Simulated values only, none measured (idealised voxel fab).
This section sets out a process module, namely voxel gate over fins.
The figure presents cross-section cut, which has a width of 280 nm and is divided into square cells with an edge length of 5 nm.
Square cells in a grid make up a cross-section in this document, and the grid is given as bands, listed from the top down, each one or more rows of cells. Read a band's entry like this: the first values are the height of its top and the height of its bottom in nm, and what follows is the sequence of materials from left to right, each with its width in nm. Note that "air" is empty space, and that a single material marked "throughout" reaches across the band from edge to edge. Height 0 is the level under which the wafer as received is all one material. The lowest band goes on downwards, as in "0 -> down". The width entry "30..40" should be interpreted row by row: the top row of cells in the band takes the first number, the bottom row takes the second number, and the change between adjacent rows is uniform throughout. "no change" (step): cross-section cells unchanged, all of them. Catalogued sealed voids: empty space of 8 cells or more with no open way to the top, each as width x height at its distance from the left edge, in nm. Formally, on a step line, whatever follows the settings is a remark that the simulator itself makes on the step. overlay nm: right-of-plan distance of the mask on a masked step; negative values mean left-of-plan.

-- Process steps - plan
step 1: RECEIVE with material Si
step 2: CONFORMAL_DEP with material SiN, thk nm 5
step 3: PATTERN with tone cover, mask id FINS, material resist, width nm 15, pitch nm 45, thk nm 20, overlay nm 0
step 4: DIRECTIONAL_ETCH with etch materials SiN, depth nm 5
step 5: DIRECTIONAL_ETCH with etch materials Si, depth nm 35
step 6: STRIP with etch materials resist
step 7: FILL_DEP with material SiO2, thk nm 15
step 8: CMP with height nm 5
step 9: SELECTIVE_ETCH with etch materials SiO2, depth nm 20
step 10: STRIP with etch materials SiN
step 11: CONFORMAL_DEP with material HfO2, thk nm 5
step 12: CONFORMAL_DEP with material TiN, thk nm 5
step 13: CONFORMAL_DEP with material TiAl, thk nm 5
step 14: CONFORMAL_DEP with material TiN, thk nm 5
step 15: FILL_DEP with material W, thk nm 10
step 16: CMP with height nm 25
step 17: CONFORMAL_DEP with material SiN, thk nm 10
What sets these wafers apart? The width nm at step 3. They all start alike, and the plan carries the first wafer's value.

-- First of several wafers (as received, post step 1), cross-sectional view
0 -> down = Si throughout
Catalogued sealed voids: none

-- Here is the cross-section of the first of several wafers at the end of the module, after its last step, step 17
35 -> 25 = SiN throughout
25 -> 20 = W throughout
20 -> 15 = W=90 | TiN=100 | W=90
15 -> 10 = W=90 | TiN=5 | TiAl=90 | TiN=5 | W=90
10 -> 5 = W=90 | TiN=5 | TiAl=5 | TiN=35 | TiAl=10 | TiN=35 | TiAl=5 | TiN=5 | W=90
5 -> 0 = TiN=95 | TiAl=5 | TiN=5 | HfO2=25 | TiN=5 | TiAl=10 | TiN=5 | HfO2=25 | TiN=5 | TiAl=5 | TiN=95
0 -> -5 = TiAl=100 | TiN=5 | HfO2=5 | Si=15 | HfO2=5 | TiN=5 | TiAl=10 | TiN=5 | HfO2=5 | Si=15 | HfO2=5 | TiN=5 | TiAl=100
-5 -> -10 = TiN=105 | HfO2=5 | Si=15 | HfO2=5 | TiN=20 | HfO2=5 | Si=15 | HfO2=5 | TiN=105
-10 -> -15 = HfO2=110 | Si=15 | HfO2=30 | Si=15 | HfO2=110
-15 -> -35 = SiO2=110 | Si=15 | SiO2=30 | Si=15 | SiO2=110
-35 -> down = Si throughout
Catalogued sealed voids: none

-- Cross-section of the final wafer among several, taken at the end of the module
35 -> 25 = SiN throughout
25 -> 20 = W throughout
20 -> 15 = W=85 | TiN=115 | W=80
15 -> 10 = W=85 | TiN=5 | TiAl=105 | TiN=5 | W=80
10 -> 5 = W=85 | TiN=5 | TiAl=5 | TiN=95 | TiAl=5 | TiN=5 | W=80
5 -> 0 = TiN=90 | TiAl=5 | TiN=5 | HfO2=40 | TiN=5 | HfO2=40 | TiN=5 | TiAl=5 | TiN=85
0 -> -5 = TiAl=95 | TiN=5 | HfO2=5 | Si=30 | HfO2=5 | TiN=5 | HfO2=5 | Si=30 | HfO2=5 | TiN=5 | TiAl=90
-5 -> -10 = TiN=100 | HfO2=5 | Si=30 | HfO2=5 | TiN=5 | HfO2=5 | Si=30 | HfO2=5 | TiN=95
-10 -> -15 = HfO2=105 | Si=30 | HfO2=15 | Si=30 | HfO2=100
-15 -> -35 = SiO2=105 | Si=30 | SiO2=15 | Si=30 | SiO2=100
-35 -> down = Si throughout
Catalogued sealed voids: none

-- Here is how to read the rows: every wafer has a row, and it shows the wafer at the end of the module, giving for each material how many cells were gained (+) or lost (-) since the wafer was received, then listing its closed voids
width nm 15 | +68 HfO2 | -350 Si | +112 SiN | +200 SiO2 | +68 TiAl | +130 TiN | +164 W | Catalogued sealed voids: none
width nm 20 | +68 HfO2 | -336 Si | +112 SiN | +192 SiO2 | +65 TiAl | +130 TiN | +161 W | Catalogued sealed voids: none
width nm 25 | +68 HfO2 | -322 Si | +112 SiN | +184 SiO2 | +62 TiAl | +130 TiN | +158 W | Catalogued sealed voids: none
width nm 30 | +68 HfO2 | -308 Si | +112 SiN | +176 SiO2 | +62 TiAl | +127 TiN | +155 W | Catalogued sealed voids: none
